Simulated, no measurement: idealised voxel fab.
Process module heading - voxel transistor to metal
The cross-section shown here is cut; it is 210 nm wide and divided into square cells measuring 5 nm on a side.
Square cells in a grid make up a cross-section in this document, and the grid is given as bands, listed from the top down, each one or more rows of cells.
Band entry format. Leading values: height of top, height of bottom, nm. Remainder: materials in left-to-right order, each with its width in nm. Special words: "full width" on a single material, which then fills the band edge to edge; "blank", empty space.
Heights are reckoned from 0. Under this level, the received wafer is all of one material. The bottommost band is open-ended downward, for example "0 nm and below".
Quick explanation for "30 to 40": the width changes in equal steps down the rows of cells, from the first number in the band's top row to the second number in its bottom row.
For the purposes of this document, the phrase "no alteration" attached to a step denotes that no cell within the cross-section was modified by that step.
Closed-off voids of 8+ cells (no open route to the top) go in "Closed internal voids", written width x height at distance from the left edge, in nm.
The remark found on a step's line after its settings is issued by the simulator itself and pertains to that step.
"overlay nm" on a masked step: distance the mask lay right of its planned place, negative for left.
## List of planned process steps
1. RECEIVE | material Si
2. OXIDIZE | depth nm 5
3. CONFORMAL_DEP | material SiN | thk nm 15
4. DIRECTIONAL_DEP | material aC | thk nm 15
5. PATTERN | tone cover | mask id ACTIVE | material resist | width nm 125 | thk nm 30 | overlay nm 0
6. DIRECTIONAL_ETCH | etch materials aC | depth nm 15
7. STRIP | etch materials resist
8. DIRECTIONAL_ETCH | etch materials SiN | depth nm 15
9. DIRECTIONAL_ETCH | etch materials SiO2 | depth nm 5
10. DIRECTIONAL_ETCH | etch materials Si | depth nm 35
11. STRIP | etch materials aC
12. FILL_DEP | material SiO2 | thk nm 15
13. CMP | height nm 15
14. SELECTIVE_ETCH | etch materials SiO2 | depth nm 5
15. STRIP | etch materials SiN
16. SELECTIVE_ETCH | etch materials SiO2 | depth nm 5
17. OXIDIZE | depth nm 5
18. DIRECTIONAL_DEP | material polySi | thk nm 20
19. DIRECTIONAL_DEP | material SiCN | thk nm 15
20. PATTERN | tone cover | mask id GATE | material resist | width nm 35 | thk nm 15 | overlay nm 0
21. DIRECTIONAL_ETCH | etch materials SiCN | depth nm 25
22. DIRECTIONAL_ETCH | etch materials polySi | depth nm 30
23. STRIP | etch materials resist
24. CONFORMAL_DEP | material SiN | thk nm 10
25. DIRECTIONAL_ETCH | etch materials SiN | depth nm 10
26. DIRECTIONAL_ETCH | etch materials SiO2 | depth nm 5
27. DIRECTIONAL_ETCH | etch materials Si | depth nm 10
28. EPI | material SiGe | thk nm 10
29. FILL_DEP | material SiO2 | thk nm 10
30. CMP | height nm 15
31. STRIP | etch materials polySi
32. SELECTIVE_ETCH | etch materials SiO2 | depth nm 5
33. CONFORMAL_DEP | material HfO2 | thk nm 5
34. CONFORMAL_DEP | material TiN | thk nm 5
35. FILL_DEP | material W | thk nm 10
36. CMP | height nm 10
37. DIRECTIONAL_DEP | material SiO2 | thk nm 15
38. PATTERN | tone open | mask id CONTACT | material resist | width nm 15 | pitch nm 90 | thk nm 20 | overlay nm 0
39. DIRECTIONAL_ETCH | etch materials SiO2 | depth nm 35
40. STRIP | etch materials resist
41. CONFORMAL_DEP | material TiN | thk nm 5
42. FILL_DEP | material Ru | thk nm 10
43. CMP | height nm 25
44. DIRECTIONAL_DEP | material TiN | thk nm 5
45. DIRECTIONAL_DEP | material W | thk nm 15
46. PATTERN | tone cover | mask id METAL_1 | material resist | width nm 15 | pitch nm 90 | thk nm 15 | overlay nm 0
47. DIRECTIONAL_ETCH | etch materials W | depth nm 15
48. DIRECTIONAL_ETCH | etch materials TiN | depth nm 5
49. STRIP | etch materials resist
50. FILL_DEP | material lowk | thk nm 5
51. CMP | height nm 45
52. CONFORMAL_DEP | material SiCN | thk nm 5
53. DIRECTIONAL_DEP | material SiO2 | thk nm 30
54. DIRECTIONAL_DEP | material aC | thk nm 15
55. PATTERN | tone open | mask id METAL_2 | material resist | width nm 15 | pitch nm 90 | thk nm 30 | overlay nm 0
56. DIRECTIONAL_ETCH | etch materials aC | depth nm 15
57. STRIP | etch materials resist
58. DIRECTIONAL_ETCH | etch materials SiO2 | depth nm 15
59. STRIP | etch materials aC
60. PATTERN | tone open | mask id METAL_2_HOLES | material resist | width nm 15 | pitch nm 90 | thk nm 20 | overlay nm 0
61. DIRECTIONAL_ETCH | etch materials SiO2 | depth nm 15
62. DIRECTIONAL_ETCH | etch materials SiCN | depth nm 5
63. STRIP | etch materials resist
64. CONFORMAL_DEP | material TiN | thk nm 5
65. FILL_DEP | material Ru | thk nm 10
66. CMP | height nm 80
67. CONFORMAL_DEP | material SiN | thk nm 5
## So this is the incoming wafer in cross-section - it's already been through step 1
0 nm and below: Si full width
Closed internal voids: none
## Cross-section, first of two wafers, end of module, run as planned
85 nm to 80 nm: SiN full width
80 nm to 50 nm: 50 of SiO2 / 5 of TiN / 5 of Ru / 5 of TiN / 75 of SiO2 / 5 of TiN / 5 of Ru / 5 of TiN / 55 of SiO2
50 nm to 45 nm: 50 of SiCN / 15 of TiN / 75 of SiCN / 15 of TiN / 55 of SiCN
45 nm to 30 nm: 50 of lowk / 15 of W / 75 of lowk / 15 of W / 55 of lowk
30 nm to 25 nm: 50 of lowk / 15 of TiN / 75 of lowk / 15 of TiN / 55 of lowk
25 nm to 10 nm: 50 of SiO2 / 5 of TiN / 5 of Ru / 5 of TiN / 75 of SiO2 / 5 of TiN / 5 of Ru / 5 of TiN / 55 of SiO2
10 nm to 5 nm: 50 of SiO2 / 5 of TiN / 5 of Ru / 5 of TiN / 10 of SiO2 / 10 of SiN / 5 of HfO2 / 5 of TiN / 15 of W / 5 of TiN / 5 of HfO2 / 10 of SiN / 10 of SiO2 / 5 of TiN / 5 of Ru / 5 of TiN / 55 of SiO2
5 nm to 0 nm: 35 of SiO2 / 10 of SiN / 5 of SiO2 / 15 of TiN / 10 of SiO2 / 10 of SiN / 5 of HfO2 / 5 of TiN / 15 of W / 5 of TiN / 5 of HfO2 / 10 of SiN / 10 of SiO2 / 15 of TiN / 5 of SiO2 / 10 of SiN / 40 of SiO2
0 nm to -5 nm: 35 of SiO2 / 10 of SiN / 10 of SiGe / 10 of TiN / 10 of SiGe / 10 of SiN / 5 of HfO2 / 25 of TiN / 5 of HfO2 / 10 of SiN / 10 of SiGe / 10 of TiN / 10 of SiGe / 10 of SiN / 40 of SiO2
-5 nm to -10 nm: 45 of SiO2 / 10 of SiGe / 10 of TiN / 10 of SiGe / 5 of SiO2 / 45 of HfO2 / 5 of SiO2 / 10 of SiGe / 10 of TiN / 10 of SiGe / 50 of SiO2
-10 nm to -20 nm: 40 of SiO2 / 5 of Si / 30 of SiGe / 55 of Si / 30 of SiGe / 5 of Si / 45 of SiO2
-20 nm to -40 nm: 40 of SiO2 / 125 of Si / 45 of SiO2
-40 nm and below: Si full width
Closed internal voids: none
## Presented here is a cross-section of the second of the two wafers as it stood at the end of the module. It was started in the same manner and assigned the same plan as the first wafer; however, one mistake was made in its execution
85 nm to 80 nm: SiN full width
80 nm to 50 nm: 50 of SiO2 / 5 of TiN / 5 of Ru / 5 of TiN / 75 of SiO2 / 5 of TiN / 5 of Ru / 5 of TiN / 55 of SiO2
50 nm to 45 nm: 50 of SiCN / 15 of TiN / 75 of SiCN / 15 of TiN / 55 of SiCN
45 nm to 30 nm: 50 of lowk / 15 of W / 75 of lowk / 15 of W / 55 of lowk
30 nm to 25 nm: 50 of lowk / 15 of TiN / 75 of lowk / 15 of TiN / 55 of lowk
25 nm to 10 nm: 50 of SiO2 / 5 of TiN / 10 of Ru / 5 of TiN / 70 of SiO2 / 5 of TiN / 10 of Ru / 5 of TiN / 50 of SiO2
10 nm to 5 nm: 50 of SiO2 / 5 of TiN / 10 of Ru / 5 of TiN / 5 of SiO2 / 10 of SiN / 5 of HfO2 / 5 of TiN / 15 of W / 5 of TiN / 5 of HfO2 / 10 of SiN / 10 of SiO2 / 5 of TiN / 10 of Ru / 5 of TiN / 50 of SiO2
5 nm to 0 nm: 35 of SiO2 / 10 of SiN / 5 of SiO2 / 20 of TiN / 5 of SiO2 / 10 of SiN / 5 of HfO2 / 5 of TiN / 15 of W / 5 of TiN / 5 of HfO2 / 10 of SiN / 10 of SiO2 / 20 of TiN / 10 of SiN / 40 of SiO2
0 nm to -5 nm: 35 of SiO2 / 10 of SiN / 10 of SiGe / 10 of TiN / 10 of SiGe / 10 of SiN / 5 of HfO2 / 25 of TiN / 5 of HfO2 / 10 of SiN / 10 of SiGe / 10 of TiN / 10 of SiGe / 10 of SiN / 40 of SiO2
-5 nm to -10 nm: 45 of SiO2 / 10 of SiGe / 10 of TiN / 10 of SiGe / 5 of SiO2 / 45 of HfO2 / 5 of SiO2 / 10 of SiGe / 10 of TiN / 10 of SiGe / 50 of SiO2
-10 nm to -20 nm: 40 of SiO2 / 5 of Si / 30 of SiGe / 55 of Si / 30 of SiGe / 5 of Si / 45 of SiO2
-20 nm to -40 nm: 40 of SiO2 / 125 of Si / 45 of SiO2
-40 nm and below: Si full width
Closed internal voids: none
Nonconformance to the process plan: off-plan run, step 38, actual operation and settings PATTERN | tone open | mask id CONTACT | material resist | width nm 20 | pitch nm 90 | thk nm 20 | overlay nm 0
End of process, cell counts, second wafer against first, materials with more or fewer: Ru +8, SiO2 -10, TiN +2
